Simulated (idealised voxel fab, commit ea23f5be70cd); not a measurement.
This section sets out a process module, namely voxel trench capacitor.
FYI the section here is cut, 275 nm wide, cells are 5 nm squares.
Think of the cross-section as a grid of square cells. We describe it in bands, top to bottom, and each band covers one or more rows of those cells. A band entry consists of two parts. The first gives the height of the band's top and the height of its bottom, in nm. The rest lists the band's materials from left to right, each with its width in nm. A single material labelled with the word "all across" fills the band from edge to edge, and the word "air" marks empty space. Height datum 0, below which the as-received substrate wafer is one material. Lowest band open at the bottom, running downward: "from 0 down". The expression "30->40" gives the width at the extremes of the band, the first number at its top row of cells and the second at its bottom row, with the width changing by equal amounts from each row to the next in between. "everything unchanged" after a step means that no cell of the cross-section changed. The list in "Trapped void list" covers empty spaces of 8 cells or more that cannot reach the top through any open way, and it gives each as width x height at distance; the distance is from the left edge, and width, height and distance are in nm. Anything after a step's settings on that line? It's the simulator's own note about the step. "overlay nm" on a masked step: distance the mask lay right of its planned place, negative for left.
**Steps in the process plan**
1: RECEIVE, material Si
2: CONFORMAL_DEP, material SiN, thk nm 10
3: PATTERN, tone open, mask id TRENCH, material resist, width nm 25, pitch nm 40, thk nm 15, overlay nm 0
4: DIRECTIONAL_ETCH, etch materials SiN, depth nm 10
5: DIRECTIONAL_ETCH, etch materials Si, depth nm 40
6: STRIP, etch materials resist
7: CONFORMAL_DEP, material Al2O3, thk nm 5
8: CONFORMAL_DEP, material TiN, thk nm 5
9: FILL_DEP, material W, thk nm 10
10: CMP, height nm 10
**Account of the first of two wafers, which was processed as intended**
**Cross-section of the wafer as it came to us, i.e., already through step 1**
  from 0 down: Si all across
  Trapped void list: none
**Once step 2 is through, the wafer looks like this in cross-section**
  from 10 to 0: SiN all across
  For the remainder of the cross-section, below 0, there is no change.
**Once step 3 is through, the wafer looks like this in cross-section**
  from 25 to 10: resist=85  air=25  resist=15  air=25  resist=15  air=25  resist=85
  For the remainder of the cross-section, below 10, there is no change.
**Once step 4 is through, the wafer looks like this in cross-section**
  from 25 to 10: resist=85  air=25  resist=15  air=25  resist=15  air=25  resist=85
  from 10 to 0: SiN=85  air=25  SiN=15  air=25  SiN=15  air=25  SiN=85
  For the remainder of the cross-section, below 0, there is no change.
**Once step 5 is through, the wafer looks like this in cross-section**
  from 25 to 10: resist=85  air=25  resist=15  air=25  resist=15  air=25  resist=85
  from 10 to 0: SiN=85  air=25  SiN=15  air=25  SiN=15  air=25  SiN=85
  from 0 to -40: Si=85  air=25  Si=15  air=25  Si=15  air=25  Si=85
  For the remainder of the cross-section, below -40, there is no change.
**Once step 6 is through, the wafer looks like this in cross-section**
  from 10 to 0: SiN=85  air=25  SiN=15  air=25  SiN=15  air=25  SiN=85
  For the remainder of the cross-section, below 0, there is no change.
**Once step 7 is through, the wafer looks like this in cross-section**
  from 15 to 10: Al2O3=90  air=15  Al2O3=25  air=15  Al2O3=25  air=15  Al2O3=90
  from 10 to 0: SiN=85  Al2O3=5  air=15  Al2O3=5  SiN=15  Al2O3=5  air=15  Al2O3=5  SiN=15  Al2O3=5  air=15  Al2O3=5  SiN=85
  from 0 to -35: Si=85  Al2O3=5  air=15  Al2O3=5  Si=15  Al2O3=5  air=15  Al2O3=5  Si=15  Al2O3=5  air=15  Al2O3=5  Si=85
  from -35 to -40: Si=85  Al2O3=25  Si=15  Al2O3=25  Si=15  Al2O3=25  Si=85
  For the remainder of the cross-section, below -40, there is no change.
**Once step 8 is through, the wafer looks like this in cross-section**
  from 20 to 15: TiN=95  air=5  TiN=35  air=5  TiN=35  air=5  TiN=95
  from 15 to 10: Al2O3=90  TiN=5  air=5  TiN=5  Al2O3=25  TiN=5  air=5  TiN=5  Al2O3=25  TiN=5  air=5  TiN=5  Al2O3=90
  from 10 to 0: SiN=85  Al2O3=5  TiN=5  air=5  TiN=5  Al2O3=5  SiN=15  Al2O3=5  TiN=5  air=5  TiN=5  Al2O3=5  SiN=15  Al2O3=5  TiN=5  air=5  TiN=5  Al2O3=5  SiN=85
  from 0 to -30: Si=85  Al2O3=5  TiN=5  air=5  TiN=5  Al2O3=5  Si=15  Al2O3=5  TiN=5  air=5  TiN=5  Al2O3=5  Si=15  Al2O3=5  TiN=5  air=5  TiN=5  Al2O3=5  Si=85
  from -30 to -35: Si=85  Al2O3=5  TiN=15  Al2O3=5  Si=15  Al2O3=5  TiN=15  Al2O3=5  Si=15  Al2O3=5  TiN=15  Al2O3=5  Si=85
  For the remainder of the cross-section, below -35, there is no change.
**Once step 9 is through, the wafer looks like this in cross-section**
  from 30 to 20: W all across
  from 20 to 15: TiN=95  W=5  TiN=35  W=5  TiN=35  W=5  TiN=95
  from 15 to 10: Al2O3=90  TiN=5  W=5  TiN=5  Al2O3=25  TiN=5  W=5  TiN=5  Al2O3=25  TiN=5  W=5  TiN=5  Al2O3=90
  from 10 to 0: SiN=85  Al2O3=5  TiN=5  W=5  TiN=5  Al2O3=5  SiN=15  Al2O3=5  TiN=5  W=5  TiN=5  Al2O3=5  SiN=15  Al2O3=5  TiN=5  W=5  TiN=5  Al2O3=5  SiN=85
  from 0 to -30: Si=85  Al2O3=5  TiN=5  W=5  TiN=5  Al2O3=5  Si=15  Al2O3=5  TiN=5  W=5  TiN=5  Al2O3=5  Si=15  Al2O3=5  TiN=5  W=5  TiN=5  Al2O3=5  Si=85
  For the remainder of the cross-section, below -30, there is no change.
**Once step 10 is through, the wafer looks like this in cross-section**
  from 10 to 0: SiN=85  Al2O3=5  TiN=5  W=5  TiN=5  Al2O3=5  SiN=15  Al2O3=5  TiN=5  W=5  TiN=5  Al2O3=5  SiN=15  Al2O3=5  TiN=5  W=5  TiN=5  Al2O3=5  SiN=85
  For the remainder of the cross-section, below 0, there is no change.
**What follows concerns the second wafer, which started out like the first and was meant to follow the very same plan; one mistake crept in when it was run, but everything up to and including step 9 is the same as for the first wafer**
Second wafer, section view, time point: scheduled end of step 10: everything unchanged
What was done differently from what was planned? the run left out plan step 10 entirely, so it was never executed
It is noted that, at the conclusion of processing, the second wafer exhibits a higher or lower cell count for certain materials relative to the first: Al2O3: 46 more | TiN: 58 more | W: 116 more
